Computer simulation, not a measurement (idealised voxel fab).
The process module that follows is named voxel self aligned vias.
The width of the displayed cross-section, cut, is 150 nm; its cells are square, with a size of 5 nm.
Cross-section, as written here: a square-cell grid given band by band from the top down, where a band holds one or more rows of cells.
The entry gives the band's vertical extent as a top height and a bottom height in nm, then its horizontal make-up as materials from left to right, each with a width in nm. "blank" stands for empty space; a single material marked "full width" fills the band edge to edge.
Heights are reckoned from 0. Under this level, the received wafer is all of one material. The bottommost band is open-ended downward, for example "0 -> down".
Per-row width for "30->40": begins at first number (top row of band), ends at second number (bottom row), increment between rows held constant.
Step marked "identical to before"? Then no cell in the cross-section changed in it.
"Closed void listing" enumerates empty spaces isolated from the top, with no open way to it, that contain at least 8 cells, giving each as width x height at distance from the left edge, all three in nm.
Step line, after settings: the simulator's comment on this step.
overlay nm: on a step with a mask, how far right of its planned place the mask lay; negative means left.
Here's what the planned process steps look like:
1: RECEIVE | material Si
2: CONFORMAL_DEP | material SiO2 | thk nm 10
3: CONFORMAL_DEP | material SiCN | thk nm 5
4: DIRECTIONAL_DEP | material lowk | thk nm 20
5: DIRECTIONAL_DEP | material aC | thk nm 15
6: PATTERN | tone open | mask id LINES | material resist | width nm 30 | pitch nm 65 | thk nm 30 | overlay nm 0
7: DIRECTIONAL_ETCH | etch materials aC | depth nm 15
8: STRIP | etch materials resist
9: DIRECTIONAL_ETCH | etch materials lowk | depth nm 20
10: STRIP | etch materials aC
11: CONFORMAL_DEP | material TiN | thk nm 5
12: FILL_DEP | material Ru | thk nm 10
13: CMP | height nm 35
14: SELECTIVE_ETCH | etch materials W Ru TiN | depth nm 10
15: FILL_DEP | material SiN | thk nm 10
16: CMP | height nm 25
17: DIRECTIONAL_DEP | material lowk | thk nm 20
18: PATTERN | tone open | mask id VIAS | material resist | width nm 40 | thk nm 20 | overlay nm 0
19: DIRECTIONAL_ETCH | etch materials lowk | depth nm 20
20: DIRECTIONAL_ETCH | etch materials SiN | depth nm 10
21: STRIP | etch materials resist
22: CONFORMAL_DEP | material TiN | thk nm 5
23: FILL_DEP | material Ru | thk nm 10
24: CMP | height nm 55
25: CONFORMAL_DEP | material SiN | thk nm 5
Be aware that, although all wafers share a common starting state, the height nm at step 16 differs among them, and the plan displays the first wafer's value.
As-received cross-section, first of several wafers, post step 1:
	0 -> down | Si full width
	Closed void listing: none
Per wafer (row), end of module: delta in cells per material since receipt, (+) for gained, (-) for lost; closed voids after that:
height nm 25; +62 Ru; +30 SiCN; +30 SiN; +60 SiO2; +54 TiN; +124 lowk; Closed void listing: none
height nm 30; +36 Ru; +30 SiCN; +36 SiN; +60 SiO2; +56 TiN; +142 lowk; Closed void listing: none
height nm 35; +34 Ru; +30 SiCN; +42 SiN; +60 SiO2; +34 TiN; +160 lowk; Closed void listing: none
height nm 40; +30 Ru; +30 SiCN; +70 SiN; +60 SiO2; +32 TiN; +138 lowk; Closed void listing: none
height nm 45; +26 Ru; +30 SiCN; +98 SiN; +60 SiO2; +30 TiN; +116 lowk; Closed void listing: none
